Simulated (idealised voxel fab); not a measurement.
This is a process module. Its name is voxel gate over fins.
Xsec cut, 240 nm wide, square cell size 5 nm.
The cross-sections in this document take the form of a grid made of square cells. They are written out as bands, in order from top to bottom. Each band consists of one or more rows of cells.
Quick guide to a band line: top height, bottom height (nm) up front; then every material left to right with its width in nm. Only one material and it's marked "throughout"? Then it fills the band edge to edge. And "empty" just means empty space.
All heights in this document are referenced to 0, defined as the level beneath which the wafer, as received, consists entirely of one material. The lowest band is not bounded below; it extends indefinitely downward and is written in the form "from 0 down".
Width spec "30->40" -> top row of cells at first value, bottom row at second value, equal per-row change in between.
No cell of the cross-section changed in a step that is given as "remained the same".
In the "Cavities, sealed" entry, you get each enclosed empty space of 8 cells or more, one with no open way to the top, written width x height at distance, distance from the left edge, in nm.
after a step's settings: what the simulator itself notes on the step
overlay nm, on a step with a mask: how far to the right of its planned place the mask lay; to the left if negative

-- The following list gives the planned process steps
1 RECEIVE,material Si
2 CONFORMAL_DEP,material SiN,thk nm 5
3 DIRECTIONAL_DEP,material aC,thk nm 15
4 PATTERN,tone cover,mask id FINS,material resist,width nm 15,pitch nm 50,thk nm 30,overlay nm 0
5 DIRECTIONAL_ETCH,etch materials aC,depth nm 15
6 STRIP,etch materials resist
7 DIRECTIONAL_ETCH,etch materials SiN,depth nm 5
8 DIRECTIONAL_ETCH,etch materials Si,depth nm 35
9 STRIP,etch materials aC
10 OXIDIZE,depth nm 5
11 FILL_DEP,material SiO2,thk nm 15
12 CMP,height nm 5
13 DIRECTIONAL_DEP,material aC,thk nm 10
14 PATTERN,tone open,mask id RAIL,material resist,width nm 15,thk nm 30,overlay nm 0
15 DIRECTIONAL_ETCH,etch materials aC,depth nm 10
16 STRIP,etch materials resist
17 DIRECTIONAL_ETCH,etch materials SiO2,depth nm 35
18 STRIP,etch materials aC
19 CONFORMAL_DEP,material TiN,thk nm 5
20 FILL_DEP,material W,thk nm 5
21 CMP,height nm 5
22 SELECTIVE_ETCH,etch materials W Ru TiN,depth nm 25
23 FILL_DEP,material SiO2,thk nm 5
24 CMP,height nm 5
25 SELECTIVE_ETCH,etch materials SiO2,depth nm 15
26 STRIP,etch materials SiN
27 CONFORMAL_DEP,material HfO2,thk nm 5
28 CONFORMAL_DEP,material TiN,thk nm 5
29 CONFORMAL_DEP,material TiAl,thk nm 5
30 CONFORMAL_DEP,material TiN,thk nm 5
31 FILL_DEP,material W,thk nm 15
32 CMP,height nm 30
33 CONFORMAL_DEP,material SiN,thk nm 10

-- Here's what the wafer looked like in cross-section when it arrived - that's after step 1
	from 0 down | Si throughout
	Cavities, sealed: none

-- Final wafer profile in cross-section after the module, from the same start and plan as above, with one mistake made during processing
	from 40 to 30 | SiN throughout
	from 30 to 20 | W throughout
	from 20 to 15 | 70 nm W  45 nm TiN  5 nm W  45 nm TiN  75 nm W
	from 15 to 10 | 70 nm W  5 nm TiN  35 nm TiAl  5 nm TiN  5 nm W  5 nm TiN  35 nm TiAl  5 nm TiN  75 nm W
	from 10 to 5 | 75 nm TiN  5 nm TiAl  25 nm TiN  5 nm TiAl  15 nm TiN  5 nm TiAl  25 nm TiN  5 nm TiAl  80 nm TiN
	from 5 to 0 | 80 nm TiAl  5 nm TiN  15 nm HfO2  5 nm TiN  25 nm TiAl  5 nm TiN  15 nm HfO2  5 nm TiN  85 nm TiAl
	from 0 to -5 | 85 nm TiN  5 nm HfO2  5 nm Si  5 nm HfO2  35 nm TiN  5 nm HfO2  5 nm Si  5 nm HfO2  90 nm TiN
	from -5 to -10 | 90 nm HfO2  5 nm Si  45 nm HfO2  5 nm Si  95 nm HfO2
	from -10 to -20 | 90 nm SiO2  5 nm Si  45 nm SiO2  5 nm Si  95 nm SiO2
	from -20 to -25 | 90 nm SiO2  5 nm Si  5 nm SiO2  5 nm TiN  5 nm W  5 nm TiN  25 nm SiO2  5 nm Si  95 nm SiO2
	from -25 to -30 | 90 nm SiO2  5 nm Si  5 nm SiO2  15 nm TiN  25 nm SiO2  5 nm Si  95 nm SiO2
	from -30 to -40 | 90 nm SiO2  5 nm Si  45 nm SiO2  5 nm Si  95 nm SiO2
	from -40 down | Si throughout
	Cavities, sealed: none
It is concluded that the wafer was processed incorrectly with respect to the plan, in that step 14: run off-plan, actual operation and settings PATTERN,tone open,mask id RAIL,material resist,width nm 15,thk nm 30,overlay nm -10
